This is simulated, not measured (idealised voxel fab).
process module | voxel fin reveal
cross-section cut | 200 nm wide | cells 5 nm
A cross-section is a grid of square cells, given in bands from the top down. A band is one or more rows of cells.
Each band's line starts with the height of the band's top and of its bottom, in nm. Then come its materials from left to right, each with its width in nm. One material with "throughout" fills the band from edge to edge. "air" is empty space.
Height 0 is the level under which the wafer as received is all one material. The lowest band goes on downwards, as in "0 down".
A width such as "30 to 40" changes by the same amount from each row of cells to the next, from the band's top row to its bottom row.
"no change" after a step means that no cell of the cross-section changed.
closed voids: empty space of 8 cells or more with no open way to the top, each as width x height at its distance from the left edge, in nm
after a step's settings: what the simulator itself notes on the step
overlay nm, on a step with a mask: how far to the right of its planned place the mask lay; to the left if negative
Each pair below shows a cross-section before one step and the cross-section after it, down to the lowest band that changed. The line under each pair gives the step between them, with its settings. The pairs can come from different runs of this module on the same starting wafer, so a pair continues from the pair above only where its "before" says so.
before
  0 down: Si throughout
  closed voids: none
after
  5 to 0: SiN throughout
  below 0: unchanged
  closed voids: none
the step between: op CONFORMAL_DEP | material SiN | thk nm 5
before: the cross-section after the pair above
after
  5 to 0: air 50 | SiN 15 | air 25 | SiN 15 | air 25 | SiN 15 | air 55
  below 0: unchanged
  closed voids: none
the step between: op MASKED_ETCH | tone cover | mask id FINS | width nm 15 | pitch nm 40 | etch materials SiN | depth nm 5 | overlay nm 0
before: the cross-section after the pair above
after
  5 to 0: air 50 | SiN 15 | air 25 | SiN 15 | air 25 | SiN 15 | air 55
  0 to -40: air 50 | Si 15 | air 25 | Si 15 | air 25 | Si 15 | air 55
  below -40: unchanged
  closed voids: none
the step between: op MASKED_ETCH | tone cover | mask id FINS | width nm 15 | pitch nm 40 | etch materials Si | depth nm 40 | overlay nm 0
before: the cross-section after the pair above
after
  5 to 0: air 50 | SiN 15 | air 25 | SiN 15 | air 25 | SiN 15 | air 55
  0 to -40: air 50 | SiO2 5 | Si 5 | SiO2 5 | air 25 | SiO2 5 | Si 5 | SiO2 5 | air 25 | SiO2 5 | Si 5 | SiO2 5 | air 55
  -40 to -45: SiO2 55 | Si 5 | SiO2 35 | Si 5 | SiO2 35 | Si 5 | SiO2 60
  below -45: unchanged
  closed voids: none
the step between: op OXIDIZE | depth nm 5
before: the cross-section after the pair above
after
  10 to 5: SiO2 throughout
  5 to 0: SiO2 50 | SiN 15 | SiO2 25 | SiN 15 | SiO2 25 | SiN 15 | SiO2 55
  0 to -45: SiO2 55 | Si 5 | SiO2 35 | Si 5 | SiO2 35 | Si 5 | SiO2 60
  below -45: unchanged
  closed voids: none
the step between: op FILL_DEP | material SiO2 | thk nm 5
before: the cross-section after the pair above
after
  5 to 0: SiO2 50 | SiN 15 | SiO2 25 | SiN 15 | SiO2 25 | SiN 15 | SiO2 55
  below 0: unchanged
  closed voids: none
the step between: op CMP | height nm 5
before: the cross-section after the pair above
after
  5 to 0: air 50 | SiN 15 | air 25 | SiN 15 | air 25 | SiN 15 | air 55
  0 to -15: air 55 | Si 5 | air 35 | Si 5 | air 35 | Si 5 | air 60
  below -15: unchanged
  closed voids: none
the step between: op SELECTIVE_ETCH | etch materials SiO2 | depth nm 20
before: the cross-section after the pair above
after
  0 to -15: air 55 | Si 5 | air 35 | Si 5 | air 35 | Si 5 | air 60
  below -15: unchanged
  closed voids: none
the step between: op STRIP | etch materials SiN
before
  5 to 0: air 50 | SiN 15 | air 25 | SiN 15 | air 25 | SiN 15 | air 55
  0 to -15: air 55 | Si 5 | air 35 | Si 5 | air 35 | Si 5 | air 60
  -15 to -45: SiO2 55 | Si 5 | SiO2 35 | Si 5 | SiO2 35 | Si 5 | SiO2 60
  -45 down: Si throughout
  closed voids: none
after
  5 to 0: air 50 | SiN 15 | air 25 | SiN 15 | air 25 | SiN 15 | air 55
  0 to -35: air 55 | Si 5 | air 35 | Si 5 | air 35 | Si 5 | air 60
  below -35: unchanged
  closed voids: none
the step between: op SELECTIVE_ETCH | etch materials SiO2 | depth nm 20
before: the cross-section after the pair above
after
  0 to -35: air 55 | Si 5 | air 35 | Si 5 | air 35 | Si 5 | air 60
  below -35: unchanged
  closed voids: none
the step between: op STRIP | etch materials SiN
before
  5 to 0: SiO2 50 | SiN 15 | SiO2 25 | SiN 15 | SiO2 25 | SiN 15 | SiO2 55
  0 to -45: SiO2 55 | Si 5 | SiO2 35 | Si 5 | SiO2 35 | Si 5 | SiO2 60
  -45 down: Si throughout
  closed voids: none
after
  5 to 0: SiO2 50 | air 15 | SiO2 25 | air 15 | SiO2 25 | air 15 | SiO2 55
  below 0: unchanged
  closed voids: none
the step between: op STRIP | etch materials SiN
before: the cross-section after the pair above
after
  0 to -15: air 55 | Si 5 | air 35 | Si 5 | air 35 | Si 5 | air 60
  -15 to -20: SiO2 30 | air 25 | Si 5 | air 35 | Si 5 | air 35 | Si 5 | air 25 | SiO2 35
  below -20: unchanged
  closed voids: none
the step between: op SELECTIVE_ETCH | etch materials SiO2 | depth nm 20
before
  5 to 0: SiO2 50 | SiN 15 | SiO2 25 | SiN 15 | SiO2 25 | SiN 15 | SiO2 55
  0 to -45: SiO2 55 | Si 5 | SiO2 35 | Si 5 | SiO2 35 | Si 5 | SiO2 60
  -45 down: Si throughout
  closed voids: none
after
  5 to 0: air 50 | SiN 15 | air 25 | SiN 15 | air 25 | SiN 15 | air 55
  0 to -5: air 55 | Si 5 | air 35 | Si 5 | air 35 | Si 5 | air 60
  below -5: unchanged
  closed voids: none
the step between: op SELECTIVE_ETCH | etch materials SiO2 | depth nm 10
before: the cross-section after the pair above
after
  0 to -5: air 55 | Si 5 | air 35 | Si 5 | air 35 | Si 5 | air 60
  below -5: unchanged
  closed voids: none
the step between: op STRIP | etch materials SiN
before
  5 to 0: SiN throughout
  0 down: Si throughout
  closed voids: none
after
  5 to 0: air 50 | SiN 20 | air 20 | SiN 20 | air 20 | SiN 20 | air 50
  below 0: unchanged
  closed voids: none
the step between: op MASKED_ETCH | tone cover | mask id FINS | width nm 20 | pitch nm 40 | etch materials SiN | depth nm 5 | overlay nm 0
before: the cross-section after the pair above
after
  5 to 0: air 50 | SiN 20 | air 20 | SiN 20 | air 20 | SiN 20 | air 50
  0 to -40: air 50 | Si 20 | air 20 | Si 20 | air 20 | Si 20 | air 50
  below -40: unchanged
  closed voids: none
the step between: op MASKED_ETCH | tone cover | mask id FINS | width nm 15 | pitch nm 40 | etch materials Si | depth nm 40 | overlay nm 0
before: the cross-section after the pair above
after
  5 to 0: air 50 | SiN 20 | air 20 | SiN 20 | air 20 | SiN 20 | air 50
  0 to -40: air 50 | SiO2 5 | Si 10 | SiO2 5 | air 20 | SiO2 5 | Si 10 | SiO2 5 | air 20 | SiO2 5 | Si 10 | SiO2 5 | air 50
  -40 to -45: SiO2 55 | Si 10 | SiO2 30 | Si 10 | SiO2 30 | Si 10 | SiO2 55
  below -45: unchanged
  closed voids: none
the step between: op OXIDIZE | depth nm 5
before: the cross-section after the pair above
after
  10 to 5: SiO2 throughout
  5 to 0: SiO2 50 | SiN 20 | SiO2 20 | SiN 20 | SiO2 20 | SiN 20 | SiO2 50
  0 to -45: SiO2 55 | Si 10 | SiO2 30 | Si 10 | SiO2 30 | Si 10 | SiO2 55
  below -45: unchanged
  closed voids: none
the step between: op FILL_DEP | material SiO2 | thk nm 5
before: the cross-section after the pair above
after
  5 to 0: SiO2 50 | SiN 20 | SiO2 20 | SiN 20 | SiO2 20 | SiN 20 | SiO2 50
  below 0: unchanged
  closed voids: none
the step between: op CMP | height nm 5
before: the cross-section after the pair above
after
  5 to 0: air 50 | SiN 20 | air 20 | SiN 20 | air 20 | SiN 20 | air 50
  0 to -15: air 55 | Si 10 | air 30 | Si 10 | air 30 | Si 10 | air 55
  below -15: unchanged
  closed voids: none
the step between: op SELECTIVE_ETCH | etch materials SiO2 | depth nm 20
before: the cross-section after the pair above
after
  0 to -15: air 55 | Si 10 | air 30 | Si 10 | air 30 | Si 10 | air 55
  below -15: unchanged
  closed voids: none
the step between: op STRIP | etch materials SiN
before
  5 to 0: SiN throughout
  0 down: Si throughout
  closed voids: none
after
  5 to 0: air 45 | SiN 15 | air 25 | SiN 15 | air 25 | SiN 15 | air 60
  below 0: unchanged
  closed voids: none
the step between: op MASKED_ETCH | tone cover | mask id FINS | width nm 15 | pitch nm 40 | etch materials SiN | depth nm 5 | overlay nm -5
before: the cross-section after the pair above
after
  5 to 0: air 45 | SiN 15 | air 25 | SiN 15 | air 25 | SiN 15 | air 60
  0 to -40: air 45 | Si 20 | air 20 | Si 20 | air 20 | Si 20 | air 55
  below -40: unchanged
  closed voids: none
the step between: op MASKED_ETCH | tone cover | mask id FINS | width nm 15 | pitch nm 40 | etch materials Si | depth nm 40 | overlay nm 0
before: the cross-section after the pair above
after
  5 to 0: air 45 | SiN 15 | air 25 | SiN 15 | air 25 | SiN 15 | air 60
  0 to -5: air 45 | SiO2 5 | Si 5 | SiO2 10 | air 20 | SiO2 5 | Si 5 | SiO2 10 | air 20 | SiO2 5 | Si 5 | SiO2 10 | air 55
  -5 to -40: air 45 | SiO2 5 | Si 10 | SiO2 5 | air 20 | SiO2 5 | Si 10 | SiO2 5 | air 20 | SiO2 5 | Si 10 | SiO2 5 | air 55
  -40 to -45: SiO2 50 | Si 10 | SiO2 30 | Si 10 | SiO2 30 | Si 10 | SiO2 60
  below -45: unchanged
  closed voids: none
the step between: op OXIDIZE | depth nm 5
before: the cross-section after the pair above
after
  10 to 5: SiO2 throughout
  5 to 0: SiO2 45 | SiN 15 | SiO2 25 | SiN 15 | SiO2 25 | SiN 15 | SiO2 60
  0 to -5: SiO2 50 | Si 5 | SiO2 35 | Si 5 | SiO2 35 | Si 5 | SiO2 65
  -5 to -45: SiO2 50 | Si 10 | SiO2 30 | Si 10 | SiO2 30 | Si 10 | SiO2 60
  below -45: unchanged
  closed voids: none
the step between: op FILL_DEP | material SiO2 | thk nm 5
before: the cross-section after the pair above
after
  5 to 0: SiO2 45 | SiN 15 | SiO2 25 | SiN 15 | SiO2 25 | SiN 15 | SiO2 60
  below 0: unchanged
  closed voids: none
the step between: op CMP | height nm 5
before: the cross-section after the pair above
after
  5 to 0: air 45 | SiN 15 | air 25 | SiN 15 | air 25 | SiN 15 | air 60
  0 to -5: air 50 | Si 5 | air 35 | Si 5 | air 35 | Si 5 | air 65
  -5 to -15: air 50 | Si 10 | air 30 | Si 10 | air 30 | Si 10 | air 60
  below -15: unchanged
  closed voids: none
the step between: op SELECTIVE_ETCH | etch materials SiO2 | depth nm 20
before: the cross-section after the pair above
after
  0 to -5: air 50 | Si 5 | air 35 | Si 5 | air 35 | Si 5 | air 65
  below -5: unchanged
  closed voids: none
the step between: op STRIP | etch materials SiN
before
  5 to 0: air 50 | SiN 15 | air 25 | SiN 15 | air 25 | SiN 15 | air 55
  0 to -40: air 50 | SiO2 5 | Si 5 | SiO2 5 | air 25 | SiO2 5 | Si 5 | SiO2 5 | air 25 | SiO2 5 | Si 5 | SiO2 5 | air 55
  -40 to -45: SiO2 55 | Si 5 | SiO2 35 | Si 5 | SiO2 35 | Si 5 | SiO2 60
  -45 down: Si throughout
  closed voids: none
after
  10 to 0: SiN throughout
  0 to -40: SiN 50 | SiO2 5 | Si 5 | SiO2 5 | SiN 25 | SiO2 5 | Si 5 | SiO2 5 | SiN 25 | SiO2 5 | Si 5 | SiO2 5 | SiN 55
  below -40: unchanged
  closed voids: none
the step between: op FILL_DEP | material SiN | thk nm 5
before: the cross-section after the pair above
after
  5 to 0: SiN throughout
  below 0: unchanged
  closed voids: none
the step between: op CMP | height nm 5
before: the cross-section after the pair above
after
  0 to -40: air 50 | SiO2 5 | Si 5 | SiO2 5 | air 25 | SiO2 5 | Si 5 | SiO2 5 | air 25 | SiO2 5 | Si 5 | SiO2 5 | air 55
  below -40: unchanged
  closed voids: none
the step between: op STRIP | etch materials SiN
before
  5 to 0: SiN throughout
  0 down: Si throughout
  closed voids: none
after
  5 to 0: SiN 50 | air 15 | SiN 25 | air 15 | SiN 25 | air 15 | SiN 55
  below 0: unchanged
  closed voids: none
the step between: op MASKED_ETCH | tone open | mask id FINS | width nm 15 | pitch nm 40 | etch materials SiN | depth nm 5 | overlay nm 0
before: the cross-section after the pair above
after
  5 to 0: SiN 50 | air 15 | SiN 25 | air 15 | SiN 25 | air 15 | SiN 55
  0 to -5: Si 45 | SiO2 25 | Si 15 | SiO2 25 | Si 15 | SiO2 25 | Si 50
  below -5: unchanged
  closed voids: none
the step between: op OXIDIZE | depth nm 5
before: the cross-section after the pair above
after
  10 to 5: SiO2 throughout
  5 to 0: SiN 50 | SiO2 15 | SiN 25 | SiO2 15 | SiN 25 | SiO2 15 | SiN 55
  below 0: unchanged
  closed voids: none
the step between: op FILL_DEP | material SiO2 | thk nm 5
before: the cross-section after the pair above
after
  5 to 0: SiN 50 | SiO2 15 | SiN 25 | SiO2 15 | SiN 25 | SiO2 15 | SiN 55
  below 0: unchanged
  closed voids: none
the step between: op CMP | height nm 5
before: the cross-section after the pair above
after
  5 to 0: SiN 50 | air 15 | SiN 25 | air 15 | SiN 25 | air 15 | SiN 55
  0 to -5: Si 45 | air 25 | Si 15 | air 25 | Si 15 | air 25 | Si 50
  below -5: unchanged
  closed voids: none
the step between: op SELECTIVE_ETCH | etch materials SiO2 | depth nm 20
before: the cross-section after the pair above
after
  0 to -5: Si 45 | air 25 | Si 15 | air 25 | Si 15 | air 25 | Si 50
  below -5: unchanged
  closed voids: none
the step between: op STRIP | etch materials SiN
